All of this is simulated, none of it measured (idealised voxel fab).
Presented below is a process module, voxel gate over fins.
Section shown: cut. Width: 275 nm. Cell size: 5 nm, square.
For the purposes of this document, a cross-section shall be understood as a grid of square cells, specified as bands listed in top-to-bottom order, each band consisting of one or more rows of cells. First you get the band's top height and its bottom height, in nm, and then the materials it's made of, left to right, with each width in nm. If you see a single material with "everywhere", that one covers the band edge to edge. "empty" is empty space. Height 0 is the level under which the wafer as received is all one material. The lowest band goes on downwards, as in "0 and below". Per-row width for "30 to 40": begins at first number (top row of band), ends at second number (bottom row), increment between rows held constant. It should be understood that the words "same as before", when stated for a given step, signify that the cross-section underwent no change in any of its cells during that step. "Voids lacking openings": sealed empty spaces, 8 cells or more, no open way to top, listed width x height at distance, with distance from the left edge and width, height and distance in nm. Past the settings on a step's line: simulator remark, on that step. For masked steps, "overlay nm" on the step line gives how far right of plan the mask actually lay; a minus sign means it lay to the left.
# Below is the list of planned process steps
1 RECEIVE: material Si
2 CONFORMAL_DEP: material SiN, thk nm 10
3 PATTERN: tone cover, mask id FINS, material resist, width nm 15, pitch nm 50, thk nm 15, overlay nm 0
4 DIRECTIONAL_ETCH: etch materials SiN, depth nm 10
5 DIRECTIONAL_ETCH: etch materials Si, depth nm 40
6 STRIP: etch materials resist
7 OXIDIZE: depth nm 5
8 FILL_DEP: material SiO2, thk nm 5
9 CMP: height nm 10
10 DIRECTIONAL_DEP: material aC, thk nm 10
11 PATTERN: tone open, mask id RAIL, material resist, width nm 15, thk nm 30, overlay nm 0
12 DIRECTIONAL_ETCH: etch materials aC, depth nm 10
13 STRIP: etch materials resist
14 DIRECTIONAL_ETCH: etch materials SiO2, depth nm 45
15 STRIP: etch materials aC
16 CONFORMAL_DEP: material TiN, thk nm 5
17 FILL_DEP: material Ru, thk nm 5
18 CMP: height nm 10
19 SELECTIVE_ETCH: etch materials W Ru TiN, depth nm 30
20 FILL_DEP: material SiO2, thk nm 5
21 CMP: height nm 10
22 SELECTIVE_ETCH: etch materials SiO2, depth nm 20
23 STRIP: etch materials SiN
24 CONFORMAL_DEP: material HfO2, thk nm 5
25 CONFORMAL_DEP: material TiN, thk nm 5
26 CONFORMAL_DEP: material TiAl, thk nm 5
27 CONFORMAL_DEP: material TiN, thk nm 5
28 FILL_DEP: material W, thk nm 15
29 CMP: height nm 30
30 CONFORMAL_DEP: material SiCN, thk nm 5
# Step 1 complete: cross-section of the wafer as received
    0 and below: Si everywhere
    Voids lacking openings: none
# Look at the cross-section after the module: the wafer started out the way shown above and the plan was the one shown above, yet one mistake was made along the way
    35 down to 30: SiCN everywhere
    30 down to 15: W everywhere
    15 down to 5: 45 W, 35 TiN, 15 W, 35 TiN, 15 W, 35 TiN, 15 W, 35 TiN, 45 W
    5 down to 0: 55 TiN, 15 HfO2, 35 TiN, 15 HfO2, 35 TiN, 15 HfO2, 35 TiN, 15 HfO2, 55 TiN
    0 down to -5: 55 TiN, 5 HfO2, 5 Si, 5 HfO2, 35 TiN, 5 HfO2, 5 Si, 5 HfO2, 35 TiN, 5 HfO2, 5 Si, 5 HfO2, 35 TiN, 5 HfO2, 5 Si, 5 HfO2, 55 TiN
    -5 down to -10: 60 HfO2, 5 Si, 45 HfO2, 5 Si, 45 HfO2, 5 Si, 45 HfO2, 5 Si, 60 HfO2
    -10 down to -20: 60 SiO2, 5 Si, 45 SiO2, 5 Si, 45 SiO2, 5 Si, 45 SiO2, 5 Si, 60 SiO2
    -20 down to -30: 60 SiO2, 5 Si, 15 SiO2, 5 TiN, 5 Ru, 5 TiN, 15 SiO2, 5 Si, 45 SiO2, 5 Si, 45 SiO2, 5 Si, 60 SiO2
    -30 down to -35: 60 SiO2, 5 Si, 15 SiO2, 15 TiN, 15 SiO2, 5 Si, 45 SiO2, 5 Si, 45 SiO2, 5 Si, 60 SiO2
    -35 down to -45: 60 SiO2, 5 Si, 45 SiO2, 5 Si, 45 SiO2, 5 Si, 45 SiO2, 5 Si, 60 SiO2
    -45 and below: Si everywhere
    Voids lacking openings: none
Finding, execution versus plan: step 26 of the plan never got run, it was skipped over
